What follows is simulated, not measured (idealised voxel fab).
The following process module bears the name voxel air gaps.
Pictured: cross-section cut, 165 nm wide, on a grid of 5 nm square cells.
Format of a cross-section: grid, square cells. Given as bands. Order: top down. Band: one or more rows of cells. Band: top and bottom heights (nm) first, top before bottom; then materials from left to right, widths in nm. "throughout" marks a sole material filling the band edge to edge. "blank" denotes empty space. Height is counted from the level 0, under which the received wafer is composed throughout of one material. The lowest of the bands is not closed at the bottom but continues downward, in the notation "0..down". Think of "30 to 40" as a width that walks from the first number to the second as you go down the band, top row to bottom row, taking equal-sized steps from row to row. "no alteration" for a step: no cell of the cross-section changed in that step. Voids not open to the top, 8 cells minimum: see "Closed internal voids". Written width x height at distance; distance is from the left edge; nm. If you see something after the settings on a step's line, that's the simulator's own remark about that step. overlay nm: where the mask lay relative to plan, measured to the right, on steps with a mask; negatives go left.

Process steps - plan:
- 1: RECEIVE,material Si
- 2: CONFORMAL_DEP,material SiO2,thk nm 15
- 3: CONFORMAL_DEP,material SiCN,thk nm 5
- 4: DIRECTIONAL_DEP,material SiO2,thk nm 35
- 5: MASKED_ETCH,tone open,mask id LINES,width nm 20,pitch nm 45,etch materials SiO2,depth nm 35,overlay nm 0
- 6: CONFORMAL_DEP,material TiN,thk nm 5
- 7: FILL_DEP,material Cu,thk nm 5
- 8: CMP,height nm 55
- 9: EPI,material Ru,thk nm 10
- 10: SELECTIVE_ETCH,etch materials SiO2,depth nm 45
- 11: CONFORMAL_DEP,material SiCN,thk nm 5

Wafer at receipt (post step 1), cross-section:
0..down | Si throughout
Closed internal voids: none

First of two wafers at the end of the module, shown in cross-section; run carried out as planned:
70..65 | blank (10) | SiCN (140) | blank (15)
65..55 | blank (10) | SiCN (5) | Ru (40) | SiCN (5) | Ru (40) | SiCN (5) | Ru (40) | SiCN (5) | blank (15)
55..50 | blank (10) | SiCN (15) | TiN (5) | Cu (10) | TiN (5) | SiCN (25) | TiN (5) | Cu (10) | TiN (5) | SiCN (25) | TiN (5) | Cu (10) | TiN (5) | SiCN (15) | blank (15)
50..25 | blank (20) | SiCN (5) | TiN (5) | Cu (10) | TiN (5) | SiCN (5) | blank (15) | SiCN (5) | TiN (5) | Cu (10) | TiN (5) | SiCN (5) | blank (15) | SiCN (5) | TiN (5) | Cu (10) | TiN (5) | SiCN (5) | blank (25)
25..20 | SiCN (25) | TiN (20) | SiCN (25) | TiN (20) | SiCN (25) | TiN (20) | SiCN (30)
20..15 | SiCN throughout
15..0 | SiO2 throughout
0..down | Si throughout
Closed internal voids: 15 x 25 at 50; 15 x 25 at 95

Here is the second of the two wafers cut open at the end of the module - same start, same plan as the first one, but we made one mistake running it:
70..65 | SiCN throughout
65..55 | Ru throughout
55..50 | TiN (30) | Cu (10) | TiN (35) | Cu (10) | TiN (35) | Cu (10) | TiN (35)
50..20 | SiO2 (25) | TiN (5) | Cu (10) | TiN (5) | SiO2 (25) | TiN (5) | Cu (10) | TiN (5) | SiO2 (25) | TiN (5) | Cu (10) | TiN (5) | SiO2 (30)
20..15 | SiO2 (25) | TiN (20) | SiO2 (25) | TiN (20) | SiO2 (25) | TiN (20) | SiO2 (30)
15..0 | SiO2 throughout
0..down | Si throughout
Closed internal voids: none
The plan and the run diverged here: step 3 was left out
Count the cells at the end and the second wafer has more or fewer of some materials than the first: Cu +6, Ru +18, SiCN -103, SiO2 +147, TiN +27
At the end, the first wafer has 2 closed voids and the second wafer has 0.
